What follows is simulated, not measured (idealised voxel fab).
The process module presented herein is designated voxel spacer lines.
Square cell edge 5 nm, section width 180 nm, ID cut.
We lay out every cross-section as a grid of square cells and spell it out in bands from the top down, where one band means one or more rows of cells.
A band entry consists of two parts. The first gives the height of the band's top and the height of its bottom, in nm. The rest lists the band's materials from left to right, each with its width in nm. A single material labelled with the word "all across" fills the band from edge to edge, and the word "empty" marks empty space.
Heads up on the height convention: 0 is the point under which the incoming wafer is all one material, and the lowest band has no bottom, it just keeps going down, like "0 nm and below".
Note: "30..40" means the width goes from the first number (top row of the band) to the second number (bottom row) in equal steps per row of cells.
Key: "nothing got changed" - step with no changed cell in the cross-section.
Heads up: "Closed-off voids" only lists the empty pockets with no open path to the top that are 8 cells or more, and it writes them as width x height at distance, distance from the left edge, in nm.
Read whatever lies past the settings on a step's line as the simulator's own remark about the step.
The optional step-line setting "overlay nm" applies to steps with a mask and quantifies how far to the right of its planned location the mask lay, a negative value indicating leftward placement.
### Steps in the process plan
1 RECEIVE | material Si
2 CONFORMAL_DEP | material Al2O3 | thk nm 10
3 DIRECTIONAL_DEP | material TiN | thk nm 10
4 DIRECTIONAL_DEP | material aC | thk nm 30
5 PATTERN | tone cover | mask id MANDREL | material resist | width nm 25 | pitch nm 70 | thk nm 35 | overlay nm 0
6 DIRECTIONAL_ETCH | etch materials aC | depth nm 30
7 STRIP | etch materials resist
8 CONFORMAL_DEP | material SiN | thk nm 10
9 DIRECTIONAL_ETCH | etch materials SiN | depth nm 10
10 STRIP | etch materials aC
11 DIRECTIONAL_ETCH | etch materials TiN | depth nm 10
12 STRIP | etch materials SiN
13 FILL_DEP | material lowk | thk nm 10
14 CMP | height nm 20
### Cross-section: wafer on arrival = after step 1
    0 nm and below = Si all across
    Closed-off voids: none
### Below is the wafer in cross-section after the module was completed. It began from the starting point shown above and followed the plan shown above, except that one mistake was made while running it
    20 nm to 10 nm = 40 nm lowk / 10 nm TiN / 25 nm lowk / 10 nm TiN / 25 nm lowk / 10 nm TiN / 25 nm lowk / 10 nm TiN / 25 nm lowk
    10 nm to 0 nm = Al2O3 all across
    0 nm and below = Si all across
    Closed-off voids: none
Where did the run depart from the plan? note that step 5 departed from the planned setting and was carried out as PATTERN | tone cover | mask id MANDREL | material resist | width nm 25 | pitch nm 70 | thk nm 35 | overlay nm 10
